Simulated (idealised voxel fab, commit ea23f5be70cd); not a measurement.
This section sets out a process module, namely voxel quadruple lines.
The width of the displayed cross-section, cut, is 160 nm; its cells are square, with a size of 5 nm.
Throughout this document, each cross-section is represented as a grid of square cells and is presented as a sequence of bands enumerated from the top downward, where a band comprises one or more rows of cells. Band entry format. Leading values: height of top, height of bottom, nm. Remainder: materials in left-to-right order, each with its width in nm. Special words: "edge to edge" on a single material, which then fills the band edge to edge; "blank", empty space. Height 0 is the level under which the wafer as received is all one material. The lowest band goes on downwards, as in "0 and below". The notation "30..40" denotes a width that varies across the rows of cells in the band, beginning at the first number in the top row, finishing at the second number in the bottom row, and changing by an identical amount from each row to the next. What does "nothing got changed" mean for a step? It means no cell of the cross-section changed in that step. You'll see "Closed void inventory" listing empty spaces that have no way open to the top, as long as they're 8 cells or more; the notation is width x height at distance, where the distance is from the left edge, and all of it is in nm. That trailing text on a step's line, after the settings, is the simulator's own remark on the step. A step's line can hold "overlay nm"; with a mask on that step, the setting says how far right of the planned place the mask lay, while a negative setting says it lay to the left.

## The process steps that were planned are listed below
1: RECEIVE with material Si
2: CONFORMAL_DEP with material Al2O3, thk nm 5
3: DIRECTIONAL_DEP with material W, thk nm 10
4: DIRECTIONAL_DEP with material polySi, thk nm 20
5: DIRECTIONAL_DEP with material aC, thk nm 20
6: PATTERN with tone cover, mask id MANDREL, material resist, width nm 20, pitch nm 60, thk nm 25, overlay nm 0
7: DIRECTIONAL_ETCH with etch materials aC, depth nm 20
8: STRIP with etch materials resist
9: CONFORMAL_DEP with material SiO2, thk nm 10
10: DIRECTIONAL_ETCH with etch materials SiO2, depth nm 10
11: STRIP with etch materials aC
12: DIRECTIONAL_ETCH with etch materials polySi, depth nm 20
13: STRIP with etch materials SiO2
14: CONFORMAL_DEP with material SiN, thk nm 5
15: DIRECTIONAL_ETCH with etch materials SiN, depth nm 5
16: STRIP with etch materials polySi
17: DIRECTIONAL_ETCH with etch materials W, depth nm 10
18: STRIP with etch materials SiN

## Account of the first of two wafers, which was processed as intended

## Here's what the wafer looked like in cross-section when it arrived - that's after step 1
> 0 and below  Si edge to edge
> Closed void inventory: none

## Cross-section of the wafer subsequent to step 2
> 5 down to 0  Al2O3 edge to edge
> Nothing below the height 0 has changed.

## Cross-section of the wafer subsequent to step 3
> 15 down to 5  W edge to edge
> Nothing below the height 5 has changed.

## Cross-section of the wafer subsequent to step 4
> 35 down to 15  polySi edge to edge
> Nothing below the height 15 has changed.

## Cross-section of the wafer subsequent to step 5
> 55 down to 35  aC edge to edge
> Nothing below the height 35 has changed.

## Cross-section of the wafer subsequent to step 6
> 80 down to 55  blank=40 / resist=20 / blank=40 / resist=20 / blank=40
> Nothing below the height 55 has changed.

## Cross-section of the wafer subsequent to step 7
> 60 down to 55  blank=40 / resist=20 / blank=40 / resist=20 / blank=40
> 55 down to 35  blank=40 / aC=20 / blank=40 / aC=20 / blank=40
> Nothing below the height 35 has changed.

## Cross-section of the wafer subsequent to step 8
> 55 down to 35  blank=40 / aC=20 / blank=40 / aC=20 / blank=40
> Nothing below the height 35 has changed.

## Cross-section of the wafer subsequent to step 9
> 65 down to 55  blank=30 / SiO2=40 / blank=20 / SiO2=40 / blank=30
> 55 down to 45  blank=30 / SiO2=10 / aC=20 / SiO2=10 / blank=20 / SiO2=10 / aC=20 / SiO2=10 / blank=30
> 45 down to 35  SiO2=40 / aC=20 / SiO2=40 / aC=20 / SiO2=40
> Nothing below the height 35 has changed.

## Cross-section of the wafer subsequent to step 10
> 55 down to 35  blank=30 / SiO2=10 / aC=20 / SiO2=10 / blank=20 / SiO2=10 / aC=20 / SiO2=10 / blank=30
> Nothing below the height 35 has changed.

## Cross-section of the wafer subsequent to step 11
> 55 down to 35  blank=30 / SiO2=10 / blank=20 / SiO2=10 / blank=20 / SiO2=10 / blank=20 / SiO2=10 / blank=30
> Nothing below the height 35 has changed.

## Cross-section of the wafer subsequent to step 12
> 55 down to 35  blank=30 / SiO2=10 / blank=20 / SiO2=10 / blank=20 / SiO2=10 / blank=20 / SiO2=10 / blank=30
> 35 down to 15  blank=30 / polySi=10 / blank=20 / polySi=10 / blank=20 / polySi=10 / blank=20 / polySi=10 / blank=30
> Nothing below the height 15 has changed.

## Cross-section of the wafer subsequent to step 13
> 35 down to 15  blank=30 / polySi=10 / blank=20 / polySi=10 / blank=20 / polySi=10 / blank=20 / polySi=10 / blank=30
> Nothing below the height 15 has changed.

## Cross-section of the wafer subsequent to step 14
> 40 down to 35  blank=25 / SiN=20 / blank=10 / SiN=20 / blank=10 / SiN=20 / blank=10 / SiN=20 / blank=25
> 35 down to 20  blank=25 / SiN=5 / polySi=10 / SiN=5 / blank=10 / SiN=5 / polySi=10 / SiN=5 / blank=10 / SiN=5 / polySi=10 / SiN=5 / blank=10 / SiN=5 / polySi=10 / SiN=5 / blank=25
> 20 down to 15  SiN=30 / polySi=10 / SiN=20 / polySi=10 / SiN=20 / polySi=10 / SiN=20 / polySi=10 / SiN=30
> Nothing below the height 15 has changed.

## Cross-section of the wafer subsequent to step 15
> 35 down to 15  blank=25 / SiN=5 / polySi=10 / SiN=5 / blank=10 / SiN=5 / polySi=10 / SiN=5 / blank=10 / SiN=5 / polySi=10 / SiN=5 / blank=10 / SiN=5 / polySi=10 / SiN=5 / blank=25
> Nothing below the height 15 has changed.

## Cross-section of the wafer subsequent to step 16
> 35 down to 15  blank=25 / SiN=5 / blank=10 / SiN=5 / blank=10 / SiN=5 / blank=10 / SiN=5 / blank=10 / SiN=5 / blank=10 / SiN=5 / blank=10 / SiN=5 / blank=10 / SiN=5 / blank=25
> Nothing below the height 15 has changed.

## Cross-section of the wafer subsequent to step 17
> 35 down to 15  blank=25 / SiN=5 / blank=10 / SiN=5 / blank=10 / SiN=5 / blank=10 / SiN=5 / blank=10 / SiN=5 / blank=10 / SiN=5 / blank=10 / SiN=5 / blank=10 / SiN=5 / blank=25
> 15 down to 5  blank=25 / W=5 / blank=10 / W=5 / blank=10 / W=5 / blank=10 / W=5 / blank=10 / W=5 / blank=10 / W=5 / blank=10 / W=5 / blank=10 / W=5 / blank=25
> Nothing below the height 5 has changed.

## Cross-section of the wafer subsequent to step 18
> 15 down to 5  blank=25 / W=5 / blank=10 / W=5 / blank=10 / W=5 / blank=10 / W=5 / blank=10 / W=5 / blank=10 / W=5 / blank=10 / W=5 / blank=10 / W=5 / blank=25
> Nothing below the height 5 has changed.

## Regarding the second of the two wafers: it shared the first wafer's starting condition and process plan, yet one error occurred during its execution. Its history coincides with that of the first wafer up to and including step 4

## Cross-section of the second wafer when, according to plan, step 5 should have finished
> 55 down to 35  Al2O3 edge to edge
> Nothing below the height 35 has changed.

## Cross-section of the second wafer when, according to plan, step 6 should have finished
> 80 down to 55  blank=40 / resist=20 / blank=40 / resist=20 / blank=40
> Nothing below the height 55 has changed.

## Cross-section of the second wafer when, according to plan, step 7 should have finished
> 60 down to 55  blank=40 / resist=20 / blank=40 / resist=20 / blank=40
> Nothing below the height 55 has changed.

## Cross-section of the second wafer when, according to plan, step 8 should have finished
> 55 down to 35  Al2O3 edge to edge
> Nothing below the height 35 has changed.

## Cross-section of the second wafer when, according to plan, step 9 should have finished
> 65 down to 55  SiO2 edge to edge
> Nothing below the height 55 has changed.

## Cross-section of the second wafer when, according to plan, step 10 should have finished
> 55 down to 35  Al2O3 edge to edge
> Nothing below the height 35 has changed.

Cross-section of the second wafer when, according to plan, step 11 should have finished: nothing got changed

Cross-section of the second wafer when, according to plan, step 12 should have finished: nothing got changed

Cross-section of the second wafer when, according to plan, step 13 should have finished: nothing got changed

## Cross-section of the second wafer when, according to plan, step 14 should have finished
> 60 down to 55  SiN edge to edge
> Nothing below the height 55 has changed.

## Cross-section of the second wafer when, according to plan, step 15 should have finished
> 55 down to 35  Al2O3 edge to edge
> Nothing below the height 35 has changed.

Cross-section of the second wafer when, according to plan, step 16 should have finished: nothing got changed

Cross-section of the second wafer when, according to plan, step 17 should have finished: nothing got changed

Cross-section of the second wafer when, according to plan, step 18 should have finished: nothing got changed
what went wrong: heads up, step 5 didn't go per plan, it actually ran as DIRECTIONAL_DEP with material Al2O3, thk nm 20
Count the cells at the end and the second wafer has more or fewer of some materials than the first: 128 more of Al2O3; 48 more of W; 128 more of polySi
